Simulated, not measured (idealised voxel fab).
The process module presented herein is designated voxel spacer lines.
In the cross-section labelled cut, the width is 180 nm and each square cell is 5 nm.
Just so we're on the same page, the cross-sections are grids of square cells, and they're listed out in bands top to bottom, each band one or more rows deep. Quick guide to a band line: top height, bottom height (nm) up front; then every material left to right with its width in nm. Only one material and it's marked "edge to edge"? Then it fills the band edge to edge. And "empty" just means empty space. Heights are reckoned from 0. Under this level, the received wafer is all of one material. The bottommost band is open-ended downward, for example "0 and below". When a width is written as two numbers, as in "30..40", the first number is the width in the top row of cells of the band and the second is the width in its bottom row, and the width changes by the same amount from each row to the next. "no change occurred" -> step changed no cross-section cell. For the entry "Sealed void listing", the listed items are empty spaces with no open way to the top whose size is 8 cells or more; each item follows the pattern width x height at distance, where distance is from the left edge and all three are in nm. Step line, after settings: the simulator's comment on this step. When a step includes a mask, the "overlay nm" setting on its line states how far to the right of its planned place that mask lay, and negative values state how far to the left.

[Process steps - plan]
1 RECEIVE, material Si
2 CONFORMAL_DEP, material Al2O3, thk nm 5
3 DIRECTIONAL_DEP, material W, thk nm 10
4 DIRECTIONAL_DEP, material aC, thk nm 30
5 PATTERN, tone cover, mask id MANDREL, material resist, width nm 15, pitch nm 50, thk nm 35, overlay nm 0
6 DIRECTIONAL_ETCH, etch materials aC, depth nm 30
7 STRIP, etch materials resist
8 CONFORMAL_DEP, material SiO2, thk nm 10
9 DIRECTIONAL_ETCH, etch materials SiO2, depth nm 10
10 STRIP, etch materials aC
11 DIRECTIONAL_ETCH, etch materials W, depth nm 10
12 STRIP, etch materials SiO2
13 FILL_DEP, material lowk, thk nm 10
14 CMP, height nm 15

[The first of a set of two wafers, run to plan]

[The cross-section here shows the wafer as received, i.e. in its state after step 1]
    0 and below  Si edge to edge
    Sealed void listing: none

[The following cross-section depicts the wafer upon completion of step 2]
    5 down to 0  Al2O3 edge to edge
    Heights below 0 show no change.

[The following cross-section depicts the wafer upon completion of step 3]
    15 down to 5  W edge to edge
    Heights below 5 show no change.

[The following cross-section depicts the wafer upon completion of step 4]
    45 down to 15  aC edge to edge
    Heights below 15 show no change.

[The following cross-section depicts the wafer upon completion of step 5]
    80 down to 45  30 nm empty; 15 nm resist; 35 nm empty; 15 nm resist; 35 nm empty; 15 nm resist; 35 nm empty
    Heights below 45 show no change.

[The following cross-section depicts the wafer upon completion of step 6]
    50 down to 45  30 nm empty; 15 nm resist; 35 nm empty; 15 nm resist; 35 nm empty; 15 nm resist; 35 nm empty
    45 down to 15  30 nm empty; 15 nm aC; 35 nm empty; 15 nm aC; 35 nm empty; 15 nm aC; 35 nm empty
    Heights below 15 show no change.

[The following cross-section depicts the wafer upon completion of step 7]
    45 down to 15  30 nm empty; 15 nm aC; 35 nm empty; 15 nm aC; 35 nm empty; 15 nm aC; 35 nm empty
    Heights below 15 show no change.

[The following cross-section depicts the wafer upon completion of step 8]
    55 down to 45  20 nm empty; 35 nm SiO2; 15 nm empty; 35 nm SiO2; 15 nm empty; 35 nm SiO2; 25 nm empty
    45 down to 25  20 nm empty; 10 nm SiO2; 15 nm aC; 10 nm SiO2; 15 nm empty; 10 nm SiO2; 15 nm aC; 10 nm SiO2; 15 nm empty; 10 nm SiO2; 15 nm aC; 10 nm SiO2; 25 nm empty
    25 down to 15  30 nm SiO2; 15 nm aC; 35 nm SiO2; 15 nm aC; 35 nm SiO2; 15 nm aC; 35 nm SiO2
    Heights below 15 show no change.

[The following cross-section depicts the wafer upon completion of step 9]
    45 down to 15  20 nm empty; 10 nm SiO2; 15 nm aC; 10 nm SiO2; 15 nm empty; 10 nm SiO2; 15 nm aC; 10 nm SiO2; 15 nm empty; 10 nm SiO2; 15 nm aC; 10 nm SiO2; 25 nm empty
    Heights below 15 show no change.

[The following cross-section depicts the wafer upon completion of step 10]
    45 down to 15  20 nm empty; 10 nm SiO2; 15 nm empty; 10 nm SiO2; 15 nm empty; 10 nm SiO2; 15 nm empty; 10 nm SiO2; 15 nm empty; 10 nm SiO2; 15 nm empty; 10 nm SiO2; 25 nm empty
    Heights below 15 show no change.

[The following cross-section depicts the wafer upon completion of step 11]
    45 down to 15  20 nm empty; 10 nm SiO2; 15 nm empty; 10 nm SiO2; 15 nm empty; 10 nm SiO2; 15 nm empty; 10 nm SiO2; 15 nm empty; 10 nm SiO2; 15 nm empty; 10 nm SiO2; 25 nm empty
    15 down to 5  20 nm empty; 10 nm W; 15 nm empty; 10 nm W; 15 nm empty; 10 nm W; 15 nm empty; 10 nm W; 15 nm empty; 10 nm W; 15 nm empty; 10 nm W; 25 nm empty
    Heights below 5 show no change.

[The following cross-section depicts the wafer upon completion of step 12]
    15 down to 5  20 nm empty; 10 nm W; 15 nm empty; 10 nm W; 15 nm empty; 10 nm W; 15 nm empty; 10 nm W; 15 nm empty; 10 nm W; 15 nm empty; 10 nm W; 25 nm empty
    Heights below 5 show no change.

[The following cross-section depicts the wafer upon completion of step 13]
    25 down to 15  lowk edge to edge
    15 down to 5  20 nm lowk; 10 nm W; 15 nm lowk; 10 nm W; 15 nm lowk; 10 nm W; 15 nm lowk; 10 nm W; 15 nm lowk; 10 nm W; 15 nm lowk; 10 nm W; 25 nm lowk
    Heights below 5 show no change.

[The following cross-section depicts the wafer upon completion of step 14]
    15 down to 5  20 nm lowk; 10 nm W; 15 nm lowk; 10 nm W; 15 nm lowk; 10 nm W; 15 nm lowk; 10 nm W; 15 nm lowk; 10 nm W; 15 nm lowk; 10 nm W; 25 nm lowk
    Heights below 5 show no change.

[Second wafer - shared start and plan with the first - one error in running - same as the first up to step 13 inclusive]

[Cross-section: second wafer, time at which step 14 was scheduled to end]
    5 down to 0  Al2O3 edge to edge
    Heights below 0 show no change.
Diagnosis: step 14 was not run as planned; what actually ran was CMP, height nm 5
Final comparison by cell count, materials where the second wafer has more or fewer than the first: W: 24 fewer; lowk: 48 fewer
